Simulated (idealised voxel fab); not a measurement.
process module | voxel tone inversion
cross-section cut | 260 nm wide | cells 5 nm
A cross-section is a grid of square cells, given in bands from the top down. A band is one or more rows of cells.
Each band's line starts with the height of the band's top and of its bottom, in nm. Then come its materials from left to right, each with its width in nm. One material with "throughout" fills the band from edge to edge. "air" is empty space.
Height 0 is the level under which the wafer as received is all one material. The lowest band goes on downwards, as in "0 down".
A width such as "30 to 40" changes by the same amount from each row of cells to the next, from the band's top row to its bottom row.
"no change" after a step means that no cell of the cross-section changed.
closed voids: empty space of 8 cells or more with no open way to the top, each as width x height at its distance from the left edge, in nm
after a step's settings: what the simulator itself notes on the step
overlay nm, on a step with a mask: how far to the right of its planned place the mask lay; to the left if negative
plan
1 op RECEIVE | material Si
2 op CONFORMAL_DEP | material SiCN | thk nm 10
3 op DIRECTIONAL_DEP | material aC | thk nm 20
4 op PATTERN | tone cover | mask id POSTS | material resist | width nm 20 | pitch nm 45 | thk nm 30 | overlay nm 0
5 op DIRECTIONAL_ETCH | etch materials aC | depth nm 20
6 op STRIP | etch materials resist
7 op FILL_DEP | material lowk | thk nm 10
8 op CMP | height nm 30
9 op STRIP | etch materials aC
10 op CONFORMAL_DEP | material TiN | thk nm 5
11 op FILL_DEP | material Cu | thk nm 5
12 op CMP | height nm 30
13 op CONFORMAL_DEP | material SiN | thk nm 5
first wafer, as planned
as received, after step 1
  0 down: Si throughout
  closed voids: none
after step 2
  10 to 0: SiCN throughout
  below 0: unchanged
after step 3
  30 to 10: aC throughout
  below 10: unchanged
after step 4
  60 to 30: air 75 | resist 20 | air 25 | resist 20 | air 25 | resist 20 | air 75
  below 30: unchanged
after step 5
  40 to 30: air 75 | resist 20 | air 25 | resist 20 | air 25 | resist 20 | air 75
  30 to 10: air 75 | aC 20 | air 25 | aC 20 | air 25 | aC 20 | air 75
  below 10: unchanged
after step 6
  30 to 10: air 75 | aC 20 | air 25 | aC 20 | air 25 | aC 20 | air 75
  below 10: unchanged
after step 7
  40 to 30: lowk throughout
  30 to 10: lowk 75 | aC 20 | lowk 25 | aC 20 | lowk 25 | aC 20 | lowk 75
  below 10: unchanged
after step 8
  30 to 10: lowk 75 | aC 20 | lowk 25 | aC 20 | lowk 25 | aC 20 | lowk 75
  below 10: unchanged
after step 9
  30 to 10: lowk 75 | air 20 | lowk 25 | air 20 | lowk 25 | air 20 | lowk 75
  below 10: unchanged
after step 10
  35 to 30: TiN 80 | air 10 | TiN 35 | air 10 | TiN 35 | air 10 | TiN 80
  30 to 15: lowk 75 | TiN 5 | air 10 | TiN 5 | lowk 25 | TiN 5 | air 10 | TiN 5 | lowk 25 | TiN 5 | air 10 | TiN 5 | lowk 75
  15 to 10: lowk 75 | TiN 20 | lowk 25 | TiN 20 | lowk 25 | TiN 20 | lowk 75
  below 10: unchanged
after step 11
  40 to 35: Cu throughout
  35 to 30: TiN 80 | Cu 10 | TiN 35 | Cu 10 | TiN 35 | Cu 10 | TiN 80
  30 to 15: lowk 75 | TiN 5 | Cu 10 | TiN 5 | lowk 25 | TiN 5 | Cu 10 | TiN 5 | lowk 25 | TiN 5 | Cu 10 | TiN 5 | lowk 75
  below 15: unchanged
after step 12
  30 to 15: lowk 75 | TiN 5 | Cu 10 | TiN 5 | lowk 25 | TiN 5 | Cu 10 | TiN 5 | lowk 25 | TiN 5 | Cu 10 | TiN 5 | lowk 75
  below 15: unchanged
after step 13
  35 to 30: SiN throughout
  below 30: unchanged
second wafer: like start, like plan, one mistake. Through step 3 it matches the first wafer
when step 4 should have ended
  60 to 30: air 75 | resist 25 | air 20 | resist 25 | air 20 | resist 25 | air 70
  below 30: unchanged
when step 5 should have ended
  40 to 30: air 75 | resist 25 | air 20 | resist 25 | air 20 | resist 25 | air 70
  30 to 10: air 75 | aC 25 | air 20 | aC 25 | air 20 | aC 25 | air 70
  below 10: unchanged
when step 6 should have ended
  30 to 10: air 75 | aC 25 | air 20 | aC 25 | air 20 | aC 25 | air 70
  below 10: unchanged
when step 7 should have ended
  40 to 30: lowk throughout
  30 to 10: lowk 75 | aC 25 | lowk 20 | aC 25 | lowk 20 | aC 25 | lowk 70
  below 10: unchanged
when step 8 should have ended
  30 to 10: lowk 75 | aC 25 | lowk 20 | aC 25 | lowk 20 | aC 25 | lowk 70
  below 10: unchanged
when step 9 should have ended
  30 to 10: lowk 75 | air 25 | lowk 20 | air 25 | lowk 20 | air 25 | lowk 70
  below 10: unchanged
when step 10 should have ended
  35 to 30: TiN 80 | air 15 | TiN 30 | air 15 | TiN 30 | air 15 | TiN 75
  30 to 15: lowk 75 | TiN 5 | air 15 | TiN 5 | lowk 20 | TiN 5 | air 15 | TiN 5 | lowk 20 | TiN 5 | air 15 | TiN 5 | lowk 70
  15 to 10: lowk 75 | TiN 25 | lowk 20 | TiN 25 | lowk 20 | TiN 25 | lowk 70
  below 10: unchanged
when step 11 should have ended
  40 to 35: Cu throughout
  35 to 30: TiN 80 | Cu 15 | TiN 30 | Cu 15 | TiN 30 | Cu 15 | TiN 75
  30 to 15: lowk 75 | TiN 5 | Cu 15 | TiN 5 | lowk 20 | TiN 5 | Cu 15 | TiN 5 | lowk 20 | TiN 5 | Cu 15 | TiN 5 | lowk 70
  below 15: unchanged
when step 12 should have ended
  30 to 15: lowk 75 | TiN 5 | Cu 15 | TiN 5 | lowk 20 | TiN 5 | Cu 15 | TiN 5 | lowk 20 | TiN 5 | Cu 15 | TiN 5 | lowk 70
  below 15: unchanged
when step 13 should have ended
  35 to 30: SiN throughout
  below 30: unchanged
what went wrong: step 4 ran as: op PATTERN | tone cover | mask id POSTS | material resist | width nm 25 | pitch nm 45 | thk nm 30 | overlay nm 0
at the end the second wafer has, in cells: 9 more of Cu | 3 more of TiN | 12 fewer of lowk
